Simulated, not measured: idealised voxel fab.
Herein follows the process module entitled voxel self aligned vias.
Displayed cross-section: cut, width of 225 nm, square cells sized 5 nm.
When this document writes out a cross-section, it uses a grid of square cells and lists it as bands, beginning at the top and moving down, with a band standing for one or more rows of cells.
First you get the band's top height and its bottom height, in nm, and then the materials it's made of, left to right, with each width in nm. If you see a single material with "everywhere", that one covers the band edge to edge. "empty" is empty space.
Beneath 0, the wafer as received is one material, and that level is where height counting begins. The lowest band goes on downward without a bottom; it is written like "z 0 and below".
The width entry "30..40" should be interpreted row by row: the top row of cells in the band takes the first number, the bottom row takes the second number, and the change between adjacent rows is uniform throughout.
Basically "same as before" means that step didn't change any cell in the cross-section.
You'll see "Fully sealed cavities" listing empty spaces that have no way open to the top, as long as they're 8 cells or more; the notation is width x height at distance, where the distance is from the left edge, and all of it is in nm.
On a step's line, text after the settings is the simulator commenting on that step.
"overlay nm" on a masked step: distance the mask lay right of its planned place, negative for left.

**The planned process steps are enumerated hereunder**
1) RECEIVE: material Si
2) CONFORMAL_DEP: material SiO2, thk nm 10
3) CONFORMAL_DEP: material SiCN, thk nm 5
4) DIRECTIONAL_DEP: material SiO2, thk nm 20
5) MASKED_ETCH: tone open, mask id LINES, width nm 30, pitch nm 70, etch materials SiO2, depth nm 20, overlay nm 0
6) CONFORMAL_DEP: material TiN, thk nm 5
7) FILL_DEP: material W, thk nm 5
8) CMP: height nm 35
9) SELECTIVE_ETCH: etch materials W Ru TiN, depth nm 10
10) FILL_DEP: material SiN, thk nm 5
11) CMP: height nm 35
12) DIRECTIONAL_DEP: material SiO2, thk nm 20
13) DIRECTIONAL_DEP: material aC, thk nm 10
14) PATTERN: tone open, mask id VIAS, material resist, width nm 40, pitch nm 140, thk nm 25, overlay nm 0
15) DIRECTIONAL_ETCH: etch materials aC, depth nm 10
16) STRIP: etch materials resist
17) DIRECTIONAL_ETCH: etch materials SiO2, depth nm 20
18) DIRECTIONAL_ETCH: etch materials SiN, depth nm 10
19) STRIP: etch materials aC
20) CONFORMAL_DEP: material TiN, thk nm 5
21) FILL_DEP: material Ru, thk nm 5
22) CMP: height nm 55
23) CONFORMAL_DEP: material SiCN, thk nm 5

**The cross-section here shows the wafer as received, i.e. in its state after step 1**
    z 0 and below = Si everywhere
    Fully sealed cavities: none

**First of two wafers, end-of-module section, run followed plan**
    z 60 to 55 = SiCN everywhere
    z 55 to 40 = 20 SiO2  5 TiN  30 Ru  5 TiN  100 SiO2  5 TiN  30 Ru  5 TiN  25 SiO2
    z 40 to 35 = 20 SiO2  10 TiN  20 Ru  10 TiN  100 SiO2  10 TiN  20 Ru  10 TiN  25 SiO2
    z 35 to 30 = 25 SiO2  5 TiN  20 Ru  5 TiN  40 SiO2  30 SiN  40 SiO2  5 TiN  20 Ru  5 TiN  30 SiO2
    z 30 to 25 = 25 SiO2  30 TiN  40 SiO2  30 SiN  40 SiO2  30 TiN  30 SiO2
    z 25 to 20 = 25 SiO2  5 TiN  20 W  5 TiN  40 SiO2  5 TiN  20 W  5 TiN  40 SiO2  5 TiN  20 W  5 TiN  30 SiO2
    z 20 to 15 = 25 SiO2  30 TiN  40 SiO2  30 TiN  40 SiO2  30 TiN  30 SiO2
    z 15 to 10 = SiCN everywhere
    z 10 to 0 = SiO2 everywhere
    z 0 and below = Si everywhere
    Fully sealed cavities: none

**Wafer two, sectioned after the module: the first wafer's start, the first wafer's plan, and one mistake in how it was run**
    z 60 to 55 = SiCN everywhere
    z 55 to 40 = 20 SiO2  5 TiN  30 Ru  5 TiN  100 SiO2  5 TiN  30 Ru  5 TiN  25 SiO2
    z 40 to 35 = 20 SiO2  10 TiN  20 Ru  10 TiN  100 SiO2  10 TiN  20 Ru  10 TiN  25 SiO2
    z 35 to 30 = 25 SiO2  5 TiN  20 Ru  5 TiN  40 SiO2  30 SiN  40 SiO2  5 TiN  20 Ru  5 TiN  30 SiO2
    z 30 to 25 = 25 SiO2  30 TiN  40 SiO2  30 SiN  40 SiO2  30 TiN  30 SiO2
    z 25 to 20 = 25 SiO2  5 TiN  20 W  5 TiN  40 SiO2  5 TiN  20 W  5 TiN  40 SiO2  5 TiN  20 W  5 TiN  30 SiO2
    z 20 to 15 = 25 SiO2  30 TiN  40 SiO2  30 TiN  40 SiO2  30 TiN  30 SiO2
    z 15 to 5 = SiO2 everywhere
    z 5 to 0 = SiCN everywhere
    z 0 and below = Si everywhere
    Fully sealed cavities: none
What was done differently from what was planned? sequence error: steps 2 and 3 interchanged
At the close, every material occupies the same number of cells on the second wafer as on the first, only in different positions.
